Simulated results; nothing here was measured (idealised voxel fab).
process module | voxel ribs on slabs
cross-section cut | 295 nm wide | cells 5 nm
A cross-section is a grid of square cells, given in bands from the top down. A band is one or more rows of cells.
Each band's line starts with the height of the band's top and of its bottom, in nm. Then come its materials from left to right, each with its width in nm. One material with "throughout" fills the band from edge to edge. "air" is empty space.
Height 0 is the level under which the wafer as received is all one material. The lowest band goes on downwards, as in "0 down".
A width such as "30 to 40" changes by the same amount from each row of cells to the next, from the band's top row to its bottom row.
"no change" after a step means that no cell of the cross-section changed.
closed voids: empty space of 8 cells or more with no open way to the top, each as width x height at its distance from the left edge, in nm
after a step's settings: what the simulator itself notes on the step
overlay nm, on a step with a mask: how far to the right of its planned place the mask lay; to the left if negative
plan
1 op RECEIVE | material Si
2 op DIRECTIONAL_DEP | material SiO2 | thk nm 25
3 op DIRECTIONAL_DEP | material SiN | thk nm 25
4 op PATTERN | tone cover | mask id RIB | material resist | width nm 15 | thk nm 15 | overlay nm 0
5 op DIRECTIONAL_ETCH | etch materials SiN | depth nm 5
6 op STRIP | etch materials resist
7 op MASKED_ETCH | tone cover | mask id SLAB | width nm 55 | etch materials SiN | depth nm 20 | overlay nm 0
8 op FILL_DEP | material SiO2 | thk nm 30
9 op CMP | height nm 70
10 op DIRECTIONAL_DEP | material TiN | thk nm 10
11 op MASKED_ETCH | tone cover | mask id HEATER | width nm 25 | etch materials TiN | depth nm 10 | overlay nm 0
12 op CONFORMAL_DEP | material SiO2 | thk nm 5
as received, after step 1
  0 down: Si throughout
  closed voids: none
first wafer at the end, as planned
  85 to 80: air 130 | SiO2 35 | air 130
  80 to 75: air 130 | SiO2 5 | TiN 25 | SiO2 5 | air 130
  75 to 70: SiO2 135 | TiN 25 | SiO2 135
  70 to 50: SiO2 throughout
  50 to 45: SiO2 140 | SiN 15 | SiO2 140
  45 to 25: SiO2 120 | SiN 55 | SiO2 120
  25 to 0: SiO2 throughout
  0 down: Si throughout
  closed voids: none
second wafer at the end: like start, like plan, one mistake
  85 to 75: air 130 | TiN 35 | air 130
  75 to 70: TiN throughout
  70 to 50: SiO2 throughout
  50 to 45: SiO2 140 | SiN 15 | SiO2 140
  45 to 25: SiO2 120 | SiN 55 | SiO2 120
  25 to 0: SiO2 throughout
  0 down: Si throughout
  closed voids: none
what went wrong: step 12 ran as: op CONFORMAL_DEP | material TiN | thk nm 5
at the end the second wafer has, in cells: 63 fewer of SiO2 | 63 more of TiN
